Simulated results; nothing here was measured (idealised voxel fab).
Module name: voxel self aligned vias (process module)
Xsec cut, 225 nm wide, square cell size 5 nm.
The cross-sections in this document take the form of a grid made of square cells. They are written out as bands, in order from top to bottom. Each band consists of one or more rows of cells. This entry defines a band. It first specifies the height of the band's top and the height of its bottom in nm, and then specifies the band's materials from left to right, stating each material with its width in nm. The word "full width" identifies a single material that fills the band from edge to edge, while the word "empty" identifies empty space. Counting heights begins at 0, where everything beneath is, in the wafer as received, one material. The lowest band has no bottom; it goes on downwards, as "0..down" shows. Note: "30->40" means the width goes from the first number (top row of the band) to the second number (bottom row) in equal steps per row of cells. The designation "no change", where it is given for a processing step, indicates that no cell of the cross-section was altered in the course of that step. In "Enclosed cavity list" the enclosed voids are listed, meaning empty spaces of 8 cells or larger without any opening to the top. The form is width x height at distance, distance from the left edge, units nm. Past the settings on a step's line: simulator remark, on that step. overlay nm: how far to the right of its planned place the mask lay on this masked step (negative: to the left).

-- Intended process steps
1,RECEIVE (material Si)
2,CONFORMAL_DEP (material SiO2; thk nm 15)
3,CONFORMAL_DEP (material SiCN; thk nm 5)
4,DIRECTIONAL_DEP (material SiO2; thk nm 20)
5,DIRECTIONAL_DEP (material aC; thk nm 10)
6,PATTERN (tone open; mask id LINES; material resist; width nm 20; pitch nm 45; thk nm 25; overlay nm 0)
7,DIRECTIONAL_ETCH (etch materials aC; depth nm 10)
8,STRIP (etch materials resist)
9,DIRECTIONAL_ETCH (etch materials SiO2; depth nm 20)
10,STRIP (etch materials aC)
11,CONFORMAL_DEP (material TiN; thk nm 5)
12,FILL_DEP (material Ru; thk nm 10)
13,CMP (height nm 40)
14,SELECTIVE_ETCH (etch materials W Ru TiN; depth nm 5)
15,FILL_DEP (material SiN; thk nm 10)
16,CMP (height nm 40)
17,DIRECTIONAL_DEP (material SiO2; thk nm 20)
18,MASKED_ETCH (tone open; mask id VIAS; width nm 30; etch materials SiO2; depth nm 20; overlay nm 0)
19,MASKED_ETCH (tone open; mask id VIAS; width nm 30; etch materials SiN; depth nm 5; overlay nm 0)
20,CONFORMAL_DEP (material TiN; thk nm 5)
21,FILL_DEP (material Ru; thk nm 5)
22,CMP (height nm 60)
23,CONFORMAL_DEP (material SiCN; thk nm 5)

-- The following pertains to the first of two wafers, which was processed as planned

-- As-received state of the wafer in cross-section, equivalent to post-step 1
    0..down  Si full width
    Enclosed cavity list: none

-- Wafer xsec, post step 2
    15..0  SiO2 full width
    Note: structure below 0 unchanged.

-- Wafer xsec, post step 3
    20..15  SiCN full width
    Note: structure below 15 unchanged.

-- Wafer xsec, post step 4
    40..20  SiO2 full width
    Note: structure below 20 unchanged.

-- Wafer xsec, post step 5
    50..40  aC full width
    Note: structure below 40 unchanged.

-- Wafer xsec, post step 6
    75..50  resist 80 | empty 20 | resist 25 | empty 20 | resist 80
    Note: structure below 50 unchanged.

-- Wafer xsec, post step 7
    65..50  resist 80 | empty 20 | resist 25 | empty 20 | resist 80
    50..40  aC 80 | empty 20 | aC 25 | empty 20 | aC 80
    Note: structure below 40 unchanged.

-- Wafer xsec, post step 8
    50..40  aC 80 | empty 20 | aC 25 | empty 20 | aC 80
    Note: structure below 40 unchanged.

-- Wafer xsec, post step 9
    50..40  aC 80 | empty 20 | aC 25 | empty 20 | aC 80
    40..20  SiO2 80 | empty 20 | SiO2 25 | empty 20 | SiO2 80
    Note: structure below 20 unchanged.

-- Wafer xsec, post step 10
    40..20  SiO2 80 | empty 20 | SiO2 25 | empty 20 | SiO2 80
    Note: structure below 20 unchanged.

-- Wafer xsec, post step 11
    45..40  TiN 85 | empty 10 | TiN 35 | empty 10 | TiN 85
    40..25  SiO2 80 | TiN 5 | empty 10 | TiN 5 | SiO2 25 | TiN 5 | empty 10 | TiN 5 | SiO2 80
    25..20  SiO2 80 | TiN 20 | SiO2 25 | TiN 20 | SiO2 80
    Note: structure below 20 unchanged.

-- Wafer xsec, post step 12
    55..45  Ru full width
    45..40  TiN 85 | Ru 10 | TiN 35 | Ru 10 | TiN 85
    40..25  SiO2 80 | TiN 5 | Ru 10 | TiN 5 | SiO2 25 | TiN 5 | Ru 10 | TiN 5 | SiO2 80
    Note: structure below 25 unchanged.

-- Wafer xsec, post step 13
    40..25  SiO2 80 | TiN 5 | Ru 10 | TiN 5 | SiO2 25 | TiN 5 | Ru 10 | TiN 5 | SiO2 80
    Note: structure below 25 unchanged.

-- Wafer xsec, post step 14
    40..35  SiO2 80 | empty 20 | SiO2 25 | empty 20 | SiO2 80
    Note: structure below 35 unchanged.

-- Wafer xsec, post step 15
    50..40  SiN full width
    40..35  SiO2 80 | SiN 20 | SiO2 25 | SiN 20 | SiO2 80
    Note: structure below 35 unchanged.

-- Wafer xsec, post step 16
    40..35  SiO2 80 | SiN 20 | SiO2 25 | SiN 20 | SiO2 80
    Note: structure below 35 unchanged.

-- Wafer xsec, post step 17
    60..40  SiO2 full width
    Note: structure below 40 unchanged.

-- Wafer xsec, post step 18
    60..40  SiO2 75 | empty 30 | SiO2 120
    Note: structure below 40 unchanged.

-- Wafer xsec, post step 19
    60..40  SiO2 75 | empty 30 | SiO2 120
    40..35  SiO2 80 | empty 20 | SiO2 25 | SiN 20 | SiO2 80
    Note: structure below 35 unchanged.

-- Wafer xsec, post step 20
    65..60  TiN 80 | empty 20 | TiN 125
    60..45  SiO2 75 | TiN 5 | empty 20 | TiN 5 | SiO2 120
    45..40  SiO2 75 | TiN 10 | empty 10 | TiN 10 | SiO2 120
    40..35  SiO2 80 | TiN 20 | SiO2 25 | SiN 20 | SiO2 80
    Note: structure below 35 unchanged.

-- Wafer xsec, post step 21
    70..65  Ru full width
    65..60  TiN 80 | Ru 20 | TiN 125
    60..45  SiO2 75 | TiN 5 | Ru 20 | TiN 5 | SiO2 120
    45..40  SiO2 75 | TiN 10 | Ru 10 | TiN 10 | SiO2 120
    Note: structure below 40 unchanged.

-- Wafer xsec, post step 22
    60..45  SiO2 75 | TiN 5 | Ru 20 | TiN 5 | SiO2 120
    Note: structure below 45 unchanged.

-- Wafer xsec, post step 23
    65..60  SiCN full width
    Note: structure below 60 unchanged.

-- Wafer two: like wafer one in start and plan, but with one mistake in execution; identical up to and including step 18

-- X-section, second wafer, when step 19 was due to finish
    60..40  SiO2 75 | empty 30 | SiO2 120
    40..35  SiO2 80 | SiN 5 | empty 15 | SiO2 25 | SiN 20 | SiO2 80
    Note: structure below 35 unchanged.

-- X-section, second wafer, when step 20 was due to finish
    65..60  TiN 80 | empty 20 | TiN 125
    60..45  SiO2 75 | TiN 5 | empty 20 | TiN 5 | SiO2 120
    45..40  SiO2 75 | TiN 15 | empty 5 | TiN 10 | SiO2 120
    40..35  SiO2 80 | SiN 5 | TiN 15 | SiO2 25 | SiN 20 | SiO2 80
    Note: structure below 35 unchanged.

-- X-section, second wafer, when step 21 was due to finish
    70..65  Ru full width
    65..60  TiN 80 | Ru 20 | TiN 125
    60..45  SiO2 75 | TiN 5 | Ru 20 | TiN 5 | SiO2 120
    45..40  SiO2 75 | TiN 15 | Ru 5 | TiN 10 | SiO2 120
    Note: structure below 40 unchanged.

-- X-section, second wafer, when step 22 was due to finish
    60..45  SiO2 75 | TiN 5 | Ru 20 | TiN 5 | SiO2 120
    Note: structure below 45 unchanged.

-- X-section, second wafer, when step 23 was due to finish
    65..60  SiCN full width
    Note: structure below 60 unchanged.
Deviation noted in wafer processing: note that step 19 departed from the planned setting and was carried out as MASKED_ETCH (tone open; mask id VIAS; width nm 30; etch materials SiN; depth nm 5; overlay nm 10)
Per the end-of-run cell counts, the second wafer holds more or fewer of some materials than the first: Ru: 1 fewer | SiN: 1 more
